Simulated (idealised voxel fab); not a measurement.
process module | voxel quadruple lines
cross-section cut | 205 nm wide | cells 5 nm
A cross-section is a grid of square cells, given in bands from the top down. A band is one or more rows of cells.
Each band's line starts with the height of the band's top and of its bottom, in nm. Then come its materials from left to right, each with its width in nm. One material with "throughout" fills the band from edge to edge. "air" is empty space.
Height 0 is the level under which the wafer as received is all one material. The lowest band goes on downwards, as in "0 down".
A width such as "30 to 40" changes by the same amount from each row of cells to the next, from the band's top row to its bottom row.
"no change" after a step means that no cell of the cross-section changed.
closed voids: empty space of 8 cells or more with no open way to the top, each as width x height at its distance from the left edge, in nm
after a step's settings: what the simulator itself notes on the step
overlay nm, on a step with a mask: how far to the right of its planned place the mask lay; to the left if negative
Each pair below shows a cross-section before one step and the cross-section after it, down to the lowest band that changed. The line under each pair gives the step between them, with its settings. The pairs can come from different runs of this module on the same starting wafer, so a pair continues from the pair above only where its "before" says so.
before
  20 to 5: air 75 | Ru 10 | air 10 | Ru 10 | air 10 | Ru 10 | air 80
  5 to 0: Al2O3 throughout
  0 down: Si throughout
  closed voids: none
after
  30 to 20: lowk throughout
  20 to 5: lowk 75 | Ru 10 | lowk 10 | Ru 10 | lowk 10 | Ru 10 | lowk 80
  below 5: unchanged
  closed voids: none
the step between: op FILL_DEP | material lowk | thk nm 10
before: the cross-section after the pair above
after
  20 to 5: lowk 75 | Ru 10 | lowk 10 | Ru 10 | lowk 10 | Ru 10 | lowk 80
  below 5: unchanged
  closed voids: none
the step between: op CMP | height nm 20
